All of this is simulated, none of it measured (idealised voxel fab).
process module | voxel trench capacitor
cross-section cut | 155 nm wide | cells 5 nm
A cross-section is a grid of square cells, given in bands from the top down. A band is one or more rows of cells.
Each band's line starts with the height of the band's top and of its bottom, in nm. Then come its materials from left to right, each with its width in nm. One material with "throughout" fills the band from edge to edge. "air" is empty space.
Height 0 is the level under which the wafer as received is all one material. The lowest band goes on downwards, as in "0 down".
A width such as "30 to 40" changes by the same amount from each row of cells to the next, from the band's top row to its bottom row.
"no change" after a step means that no cell of the cross-section changed.
closed voids: empty space of 8 cells or more with no open way to the top, each as width x height at its distance from the left edge, in nm
after a step's settings: what the simulator itself notes on the step
overlay nm, on a step with a mask: how far to the right of its planned place the mask lay; to the left if negative
plan
1 op RECEIVE | material Si
2 op CONFORMAL_DEP | material SiN | thk nm 10
3 op DIRECTIONAL_DEP | material aC | thk nm 15
4 op PATTERN | tone open | mask id TRENCH | material resist | width nm 15 | pitch nm 40 | thk nm 35 | overlay nm 0
5 op DIRECTIONAL_ETCH | etch materials aC | depth nm 15
6 op STRIP | etch materials resist
7 op DIRECTIONAL_ETCH | etch materials SiN | depth nm 10
8 op DIRECTIONAL_ETCH | etch materials Si | depth nm 30
9 op STRIP | etch materials aC
10 op CONFORMAL_DEP | material SiO2 | thk nm 5
11 op FILL_DEP | material polySi | thk nm 10
12 op CMP | height nm 10
as received, after step 1
  0 down: Si throughout
  closed voids: none
a wafer at the end: this start, this plan, one mistake
  15 to 10: SiO2 35 | polySi 5 | SiO2 35 | polySi 5 | SiO2 35 | polySi 5 | SiO2 35
  10 to 0: SiN 30 | SiO2 5 | polySi 5 | SiO2 5 | SiN 25 | SiO2 5 | polySi 5 | SiO2 5 | SiN 25 | SiO2 5 | polySi 5 | SiO2 5 | SiN 30
  0 to -25: Si 30 | SiO2 5 | polySi 5 | SiO2 5 | Si 25 | SiO2 5 | polySi 5 | SiO2 5 | Si 25 | SiO2 5 | polySi 5 | SiO2 5 | Si 30
  -25 to -30: Si 30 | SiO2 15 | Si 25 | SiO2 15 | Si 25 | SiO2 15 | Si 30
  -30 down: Si throughout
  closed voids: none
what went wrong: step 12 ran as: op CMP | height nm 15
